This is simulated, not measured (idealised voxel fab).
Process module in this document: voxel transistor to metal
Section shown: cut. Width: 185 nm. Cell size: 5 nm, square.
Format of a cross-section: grid, square cells. Given as bands. Order: top down. Band: one or more rows of cells. Within each band entry, the heights of the top and of the bottom of the band appear first, in that order and in nm; the materials of the band then follow from left to right, each with its corresponding width in nm. The designation "full width" on a single material indicates that it fills the band from edge to edge; the designation "air" indicates empty space. Heights are measured from 0, the level below which the as-received wafer is all one material; the lowest band has no bottom and continues downward, written as in "0..down". Width "30->40": first value at the band's top row of cells, second value at its bottom row, equal change from row to row. Given "nothing changed" for a step, no cell of the cross-section differs between before and after that step. "Closed internal voids" contains a list of empty spaces, each no smaller than 8 cells and without an open way to the top, written in the form width x height at distance with the distance from the left edge and all three in nm. That trailing text on a step's line, after the settings, is the simulator's own remark on the step. overlay nm: for a step with a mask, the amount by which the mask lay right of where it was planned; a negative amount means left of it.

[Intended process steps]
1. RECEIVE: material Si
2. OXIDIZE: depth nm 5
3. CONFORMAL_DEP: material SiN, thk nm 10
4. MASKED_ETCH: tone cover, mask id ACTIVE, width nm 100, etch materials SiN, depth nm 10, overlay nm 0
5. MASKED_ETCH: tone cover, mask id ACTIVE, width nm 100, etch materials SiO2, depth nm 5, overlay nm 0
6. MASKED_ETCH: tone cover, mask id ACTIVE, width nm 100, etch materials Si, depth nm 20, overlay nm 0
7. OXIDIZE: depth nm 5
8. FILL_DEP: material SiO2, thk nm 10
9. CMP: height nm 10
10. SELECTIVE_ETCH: etch materials SiO2, depth nm 10
11. STRIP: etch materials SiN
12. SELECTIVE_ETCH: etch materials SiO2, depth nm 5
13. OXIDIZE: depth nm 5
14. DIRECTIONAL_DEP: material polySi, thk nm 25
15. DIRECTIONAL_DEP: material SiCN, thk nm 15
16. PATTERN: tone cover, mask id GATE, material resist, width nm 20, thk nm 20, overlay nm 0
17. DIRECTIONAL_ETCH: etch materials SiCN, depth nm 25
18. DIRECTIONAL_ETCH: etch materials polySi, depth nm 35
19. STRIP: etch materials resist
20. CONFORMAL_DEP: material SiN, thk nm 5
21. DIRECTIONAL_ETCH: etch materials SiN, depth nm 5
22. DIRECTIONAL_ETCH: etch materials SiO2, depth nm 5
23. DIRECTIONAL_ETCH: etch materials Si, depth nm 10
24. EPI: material nSi, thk nm 15
25. FILL_DEP: material SiO2, thk nm 10
26. CMP: height nm 35
27. DIRECTIONAL_DEP: material SiO2, thk nm 15
28. DIRECTIONAL_DEP: material aC, thk nm 10
29. PATTERN: tone open, mask id CONTACT, material resist, width nm 15, pitch nm 75, thk nm 25, overlay nm 0
30. DIRECTIONAL_ETCH: etch materials aC, depth nm 10
31. STRIP: etch materials resist
32. DIRECTIONAL_ETCH: etch materials SiO2, depth nm 55
33. STRIP: etch materials aC
34. CONFORMAL_DEP: material TiN, thk nm 5
35. FILL_DEP: material W, thk nm 10
36. CMP: height nm 50
37. CONFORMAL_DEP: material SiCN, thk nm 5
38. DIRECTIONAL_DEP: material lowk, thk nm 25
39. PATTERN: tone open, mask id METAL_1, material resist, width nm 15, pitch nm 75, thk nm 20, overlay nm 0
40. DIRECTIONAL_ETCH: etch materials lowk, depth nm 25
41. DIRECTIONAL_ETCH: etch materials SiCN, depth nm 5
42. STRIP: etch materials resist
43. CONFORMAL_DEP: material TiN, thk nm 5
44. FILL_DEP: material Ru, thk nm 5
45. CMP: height nm 80
46. CONFORMAL_DEP: material SiN, thk nm 5

[Cross-section, incoming material, after step 1]
* 0..down  Si full width
* Closed internal voids: none

[Module complete, cross-section. Starting point and plan per above. One mistake made in running the module]
* 85..80  SiN full width
* 80..55  45 of lowk; 5 of TiN; 5 of Ru; 5 of TiN; 60 of lowk; 5 of TiN; 5 of Ru; 5 of TiN; 50 of lowk
* 55..50  45 of SiCN; 15 of TiN; 60 of SiCN; 15 of TiN; 50 of SiCN
* 50..35  45 of SiO2; 5 of TiN; 5 of W; 5 of TiN; 60 of SiO2; 5 of TiN; 5 of W; 5 of TiN; 50 of SiO2
* 35..20  45 of SiO2; 5 of TiN; 5 of W; 5 of TiN; 20 of SiO2; 5 of SiN; 15 of SiCN; 5 of SiN; 15 of SiO2; 5 of TiN; 5 of W; 5 of TiN; 50 of SiO2
* 20..5  45 of SiO2; 5 of TiN; 5 of W; 5 of TiN; 20 of SiO2; 5 of SiN; 15 of polySi; 5 of SiN; 15 of SiO2; 5 of TiN; 5 of W; 5 of TiN; 50 of SiO2
* 5..0  45 of SiO2; 5 of TiN; 5 of W; 5 of TiN; 5 of SiO2; 15 of nSi; 5 of SiN; 15 of polySi; 5 of SiN; 15 of nSi; 5 of TiN; 5 of W; 5 of TiN; 50 of SiO2
* 0..-5  45 of SiO2; 15 of TiN; 5 of SiO2; 15 of nSi; 5 of SiN; 15 of polySi; 5 of SiN; 15 of nSi; 15 of TiN; 50 of SiO2
* -5..-10  40 of SiO2; 40 of nSi; 25 of SiO2; 35 of nSi; 45 of SiO2
* -10..-20  45 of SiO2; 35 of nSi; 25 of Si; 30 of nSi; 50 of SiO2
* -20..-30  45 of SiO2; 90 of Si; 50 of SiO2
* -30..down  Si full width
* Closed internal voids: none
The mistake made against the process plan was this: not per plan at step 16, really ran PATTERN: tone cover, mask id GATE, material resist, width nm 15, thk nm 20, overlay nm 0
